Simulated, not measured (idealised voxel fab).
Title: Process Module voxel self aligned contacts
It is cross-section cut that appears here, measuring 145 nm in width, its square cells being 5 nm in size.
Just so we're on the same page, the cross-sections are grids of square cells, and they're listed out in bands top to bottom, each band one or more rows deep.
Top, bottom (nm), then materials left to right with widths (nm); lone material tagged "full width" fills the whole band edge to edge; "empty" = empty space.
Zero point of the height axis is 0; under it, received wafer = one material. Lowest band: continues down indefinitely, "0 and below".
The notation "30 to 40" denotes a width that varies across the rows of cells in the band, beginning at the first number in the top row, finishing at the second number in the bottom row, and changing by an identical amount from each row to the next.
Any step labelled "no change" changed none of the cells in the cross-section.
Each empty space that has no open way to the top and spans at least 8 cells appears under "Sealed voids" as width x height at distance, the distance counted from the left edge, all in nm.
Post-settings text on a step line: simulator's own remark regarding the step.
"overlay nm" answers the question of how far to the right of plan the mask lay on a step that has a mask, and when it is negative the answer is to the left.
Steps planned for the process
step 1: RECEIVE with material Si
step 2: OXIDIZE with depth nm 5
step 3: DIRECTIONAL_DEP with material polySi, thk nm 20
step 4: DIRECTIONAL_DEP with material SiN, thk nm 15
step 5: DIRECTIONAL_DEP with material aC, thk nm 10
step 6: PATTERN with tone cover, mask id GATE, material resist, width nm 35, pitch nm 60, thk nm 30, overlay nm 0
step 7: DIRECTIONAL_ETCH with etch materials aC, depth nm 10
step 8: STRIP with etch materials resist
step 9: DIRECTIONAL_ETCH with etch materials SiN, depth nm 15
step 10: DIRECTIONAL_ETCH with etch materials polySi, depth nm 20
step 11: STRIP with etch materials aC
step 12: CONFORMAL_DEP with material SiN, thk nm 5
step 13: DIRECTIONAL_ETCH with etch materials SiN, depth nm 5
step 14: FILL_DEP with material SiO2, thk nm 15
step 15: CMP with height nm 40
step 16: MASKED_ETCH with tone open, mask id CONTACT, width nm 35, etch materials SiO2, depth nm 45, overlay nm 0
step 17: CONFORMAL_DEP with material TiN, thk nm 5
step 18: FILL_DEP with material Ru, thk nm 5
step 19: CMP with height nm 40
step 20: CONFORMAL_DEP with material SiN, thk nm 5
The first wafer of two, processed as planned
Incoming wafer, cross-sectional view, post step 1
0 and below  Si full width
Sealed voids: none
Step 2 complete: cross-section through the wafer
0 down to -5  SiO2 full width
Below a height of -5, the structure has not been altered.
Step 3 complete: cross-section through the wafer
20 down to 0  polySi full width
Below a height of 0, the structure has not been altered.
Step 4 complete: cross-section through the wafer
35 down to 20  SiN full width
Below a height of 20, the structure has not been altered.
Step 5 complete: cross-section through the wafer
45 down to 35  aC full width
Below a height of 35, the structure has not been altered.
Step 6 complete: cross-section through the wafer
75 down to 45  empty 25 nm, resist 35 nm, empty 25 nm, resist 35 nm, empty 25 nm
Below a height of 45, the structure has not been altered.
Step 7 complete: cross-section through the wafer
65 down to 45  empty 25 nm, resist 35 nm, empty 25 nm, resist 35 nm, empty 25 nm
45 down to 35  empty 25 nm, aC 35 nm, empty 25 nm, aC 35 nm, empty 25 nm
Below a height of 35, the structure has not been altered.
Step 8 complete: cross-section through the wafer
45 down to 35  empty 25 nm, aC 35 nm, empty 25 nm, aC 35 nm, empty 25 nm
Below a height of 35, the structure has not been altered.
Step 9 complete: cross-section through the wafer
45 down to 35  empty 25 nm, aC 35 nm, empty 25 nm, aC 35 nm, empty 25 nm
35 down to 20  empty 25 nm, SiN 35 nm, empty 25 nm, SiN 35 nm, empty 25 nm
Below a height of 20, the structure has not been altered.
Step 10 complete: cross-section through the wafer
45 down to 35  empty 25 nm, aC 35 nm, empty 25 nm, aC 35 nm, empty 25 nm
35 down to 20  empty 25 nm, SiN 35 nm, empty 25 nm, SiN 35 nm, empty 25 nm
20 down to 0  empty 25 nm, polySi 35 nm, empty 25 nm, polySi 35 nm, empty 25 nm
Below a height of 0, the structure has not been altered.
Step 11 complete: cross-section through the wafer
35 down to 20  empty 25 nm, SiN 35 nm, empty 25 nm, SiN 35 nm, empty 25 nm
Below a height of 20, the structure has not been altered.
Step 12 complete: cross-section through the wafer
40 down to 20  empty 20 nm, SiN 45 nm, empty 15 nm, SiN 45 nm, empty 20 nm
20 down to 5  empty 20 nm, SiN 5 nm, polySi 35 nm, SiN 5 nm, empty 15 nm, SiN 5 nm, polySi 35 nm, SiN 5 nm, empty 20 nm
5 down to 0  SiN 25 nm, polySi 35 nm, SiN 25 nm, polySi 35 nm, SiN 25 nm
Below a height of 0, the structure has not been altered.
Step 13 complete: cross-section through the wafer
35 down to 20  empty 20 nm, SiN 45 nm, empty 15 nm, SiN 45 nm, empty 20 nm
20 down to 0  empty 20 nm, SiN 5 nm, polySi 35 nm, SiN 5 nm, empty 15 nm, SiN 5 nm, polySi 35 nm, SiN 5 nm, empty 20 nm
Below a height of 0, the structure has not been altered.
Step 14 complete: cross-section through the wafer
50 down to 35  SiO2 full width
35 down to 20  SiO2 20 nm, SiN 45 nm, SiO2 15 nm, SiN 45 nm, SiO2 20 nm
20 down to 0  SiO2 20 nm, SiN 5 nm, polySi 35 nm, SiN 5 nm, SiO2 15 nm, SiN 5 nm, polySi 35 nm, SiN 5 nm, SiO2 20 nm
Below a height of 0, the structure has not been altered.
Step 15 complete: cross-section through the wafer
40 down to 35  SiO2 full width
Below a height of 35, the structure has not been altered.
Step 16 complete: cross-section through the wafer
40 down to 35  SiO2 55 nm, empty 35 nm, SiO2 55 nm
35 down to 20  SiO2 20 nm, SiN 45 nm, empty 15 nm, SiN 45 nm, SiO2 20 nm
20 down to 0  SiO2 20 nm, SiN 5 nm, polySi 35 nm, SiN 5 nm, empty 15 nm, SiN 5 nm, polySi 35 nm, SiN 5 nm, SiO2 20 nm
0 down to -5  SiO2 65 nm, empty 15 nm, SiO2 65 nm
Below a height of -5, the structure has not been altered.
Step 17 complete: cross-section through the wafer
45 down to 40  TiN 60 nm, empty 25 nm, TiN 60 nm
40 down to 35  SiO2 55 nm, TiN 15 nm, empty 5 nm, TiN 15 nm, SiO2 55 nm
35 down to 20  SiO2 20 nm, SiN 45 nm, TiN 5 nm, empty 5 nm, TiN 5 nm, SiN 45 nm, SiO2 20 nm
20 down to 0  SiO2 20 nm, SiN 5 nm, polySi 35 nm, SiN 5 nm, TiN 5 nm, empty 5 nm, TiN 5 nm, SiN 5 nm, polySi 35 nm, SiN 5 nm, SiO2 20 nm
0 down to -5  SiO2 65 nm, TiN 15 nm, SiO2 65 nm
Below a height of -5, the structure has not been altered.
Step 18 complete: cross-section through the wafer
50 down to 45  Ru full width
45 down to 40  TiN 60 nm, Ru 25 nm, TiN 60 nm
40 down to 35  SiO2 55 nm, TiN 15 nm, Ru 5 nm, TiN 15 nm, SiO2 55 nm
35 down to 20  SiO2 20 nm, SiN 45 nm, TiN 5 nm, Ru 5 nm, TiN 5 nm, SiN 45 nm, SiO2 20 nm
20 down to 0  SiO2 20 nm, SiN 5 nm, polySi 35 nm, SiN 5 nm, TiN 5 nm, Ru 5 nm, TiN 5 nm, SiN 5 nm, polySi 35 nm, SiN 5 nm, SiO2 20 nm
Below a height of 0, the structure has not been altered.
Step 19 complete: cross-section through the wafer
40 down to 35  SiO2 55 nm, TiN 15 nm, Ru 5 nm, TiN 15 nm, SiO2 55 nm
Below a height of 35, the structure has not been altered.
Step 20 complete: cross-section through the wafer
45 down to 40  SiN full width
Below a height of 40, the structure has not been altered.
Wafer two. Same start, same plan, one slip in execution. Same as wafer one through step 19, inclusive
Cross-section, second wafer, at the end time the plan gives for step 20
45 down to 40  SiO2 full width
Below a height of 40, the structure has not been altered.
So what did we get wrong on this run? step 20 off recipe, ran as CONFORMAL_DEP with material SiO2, thk nm 5
Wafer comparison, final, in cells, second relative to first, materials more or fewer: SiN -29 | SiO2 +29
